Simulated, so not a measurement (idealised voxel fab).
process module | voxel wiring stack
cross-section cut | 300 nm wide | cells 5 nm
A cross-section is a grid of square cells, given in bands from the top down. A band is one or more rows of cells.
Each band's line starts with the height of the band's top and of its bottom, in nm. Then come its materials from left to right, each with its width in nm. One material with "throughout" fills the band from edge to edge. "air" is empty space.
Height 0 is the level under which the wafer as received is all one material. The lowest band goes on downwards, as in "0 down".
A width such as "30 to 40" changes by the same amount from each row of cells to the next, from the band's top row to its bottom row.
"no change" after a step means that no cell of the cross-section changed.
closed voids: empty space of 8 cells or more with no open way to the top, each as width x height at its distance from the left edge, in nm
after a step's settings: what the simulator itself notes on the step
overlay nm, on a step with a mask: how far to the right of its planned place the mask lay; to the left if negative
plan
1 op RECEIVE | material Si
2 op CONFORMAL_DEP | material SiO2 | thk nm 15
3 op DIRECTIONAL_DEP | material TiN | thk nm 5
4 op DIRECTIONAL_DEP | material W | thk nm 15
5 op PATTERN | tone cover | mask id METAL_1 | material resist | width nm 25 | pitch nm 55 | thk nm 20 | overlay nm 0
6 op DIRECTIONAL_ETCH | etch materials W | depth nm 15
7 op DIRECTIONAL_ETCH | etch materials TiN | depth nm 5
8 op STRIP | etch materials resist
9 op CONFORMAL_DEP | material SiCN | thk nm 5
10 op FILL_DEP | material lowk | thk nm 10
11 op CMP | height nm 35
12 op CONFORMAL_DEP | material SiCN | thk nm 5
13 op DIRECTIONAL_DEP | material lowk | thk nm 10
14 op DIRECTIONAL_DEP | material aC | thk nm 10
15 op PATTERN | tone open | mask id PLUG_1 | material resist | width nm 15 | thk nm 25 | overlay nm 0
16 op DIRECTIONAL_ETCH | etch materials aC | depth nm 10
17 op STRIP | etch materials resist
18 op DIRECTIONAL_ETCH | etch materials lowk | depth nm 10
19 op DIRECTIONAL_ETCH | etch materials SiCN | depth nm 5
20 op STRIP | etch materials aC
21 op CONFORMAL_DEP | material TiN | thk nm 5
22 op FILL_DEP | material Cu | thk nm 5
23 op CMP | height nm 50
24 op CONFORMAL_DEP | material SiCN | thk nm 5
25 op DIRECTIONAL_DEP | material lowk | thk nm 15
26 op MASKED_ETCH | tone open | mask id METAL_2 | width nm 25 | pitch nm 55 | etch materials lowk | depth nm 15 | overlay nm 0
27 op MASKED_ETCH | tone open | mask id METAL_2 | width nm 25 | pitch nm 55 | etch materials SiCN | depth nm 5 | overlay nm 0
28 op CONFORMAL_DEP | material TiN | thk nm 5
29 op FILL_DEP | material Cu | thk nm 5
30 op CMP | height nm 70
31 op CONFORMAL_DEP | material SiCN | thk nm 5
32 op DIRECTIONAL_DEP | material lowk | thk nm 15
33 op PATTERN | tone open | mask id PLUG_2 | material resist | width nm 15 | thk nm 15 | overlay nm 0
34 op DIRECTIONAL_ETCH | etch materials lowk | depth nm 15
35 op DIRECTIONAL_ETCH | etch materials SiCN | depth nm 5
36 op STRIP | etch materials resist
37 op CONFORMAL_DEP | material TiN | thk nm 5
38 op FILL_DEP | material Cu | thk nm 5
39 op CMP | height nm 90
40 op DIRECTIONAL_DEP | material TiN | thk nm 5
41 op DIRECTIONAL_DEP | material Ru | thk nm 20
42 op MASKED_ETCH | tone cover | mask id METAL_3 | width nm 25 | pitch nm 55 | etch materials Ru | depth nm 20 | overlay nm 0
43 op MASKED_ETCH | tone cover | mask id METAL_3 | width nm 25 | pitch nm 55 | etch materials TiN | depth nm 5 | overlay nm 0
44 op CONFORMAL_DEP | material SiCN | thk nm 5
45 op FILL_DEP | material SiO2 | thk nm 5
46 op CMP | height nm 115
47 op CONFORMAL_DEP | material SiCN | thk nm 5
48 op DIRECTIONAL_DEP | material lowk | thk nm 30
49 op PATTERN | tone open | mask id METAL_4_HOLES | material resist | width nm 15 | pitch nm 55 | thk nm 20 | overlay nm 0
50 op DIRECTIONAL_ETCH | etch materials lowk | depth nm 30
51 op STRIP | etch materials resist
52 op PATTERN | tone open | mask id METAL_4 | material resist | width nm 25 | pitch nm 55 | thk nm 15 | overlay nm 0
53 op DIRECTIONAL_ETCH | etch materials lowk | depth nm 15
54 op DIRECTIONAL_ETCH | etch materials SiCN | depth nm 5
55 op STRIP | etch materials resist
56 op CONFORMAL_DEP | material TiN | thk nm 5
57 op FILL_DEP | material Cu | thk nm 10
58 op CMP | height nm 150
59 op CONFORMAL_DEP | material SiN | thk nm 5
as received, after step 1
  0 down: Si throughout
  closed voids: none
a wafer at the end: this start, this plan, one mistake
  155 to 150: SiN throughout
  150 to 140: Cu 120 | TiN 5 | lowk 10 | TiN 5 | Cu 35 | TiN 5 | lowk 10 | TiN 5 | Cu 105
  140 to 135: TiN 115 | Cu 5 | TiN 5 | lowk 10 | TiN 35 | Cu 5 | TiN 5 | lowk 10 | TiN 110
  135 to 125: lowk 110 | TiN 5 | Cu 5 | TiN 5 | lowk 40 | TiN 5 | Cu 5 | TiN 5 | lowk 120
  125 to 120: lowk 110 | TiN 15 | lowk 40 | TiN 15 | lowk 120
  120 to 115: SiCN throughout
  115 to 95: SiO2 105 | SiCN 5 | Ru 25 | SiCN 5 | SiO2 20 | SiCN 5 | Ru 25 | SiCN 5 | SiO2 105
  95 to 90: SiCN 110 | TiN 25 | SiCN 30 | TiN 25 | SiCN 110
  90 to 75: lowk 110 | TiN 5 | Cu 5 | TiN 5 | lowk 175
  75 to 70: SiCN 110 | TiN 15 | SiCN 175
  70 to 55: lowk 110 | TiN 5 | Cu 15 | TiN 5 | lowk 30 | TiN 5 | Cu 15 | TiN 5 | lowk 110
  55 to 50: SiCN 110 | TiN 25 | SiCN 30 | TiN 25 | SiCN 110
  50 to 40: lowk 110 | TiN 5 | Cu 5 | TiN 5 | lowk 175
  40 to 35: SiCN 110 | TiN 15 | SiCN 175
  35 to 20: lowk 105 | SiCN 5 | W 25 | SiCN 5 | lowk 20 | SiCN 5 | W 25 | SiCN 5 | lowk 105
  20 to 15: SiCN 110 | TiN 25 | SiCN 30 | TiN 25 | SiCN 110
  15 to 0: SiO2 throughout
  0 down: Si throughout
  closed voids: none
what went wrong: step 52 ran as: op PATTERN | tone cover | mask id METAL_4 | material resist | width nm 25 | pitch nm 55 | thk nm 15 | overlay nm 0
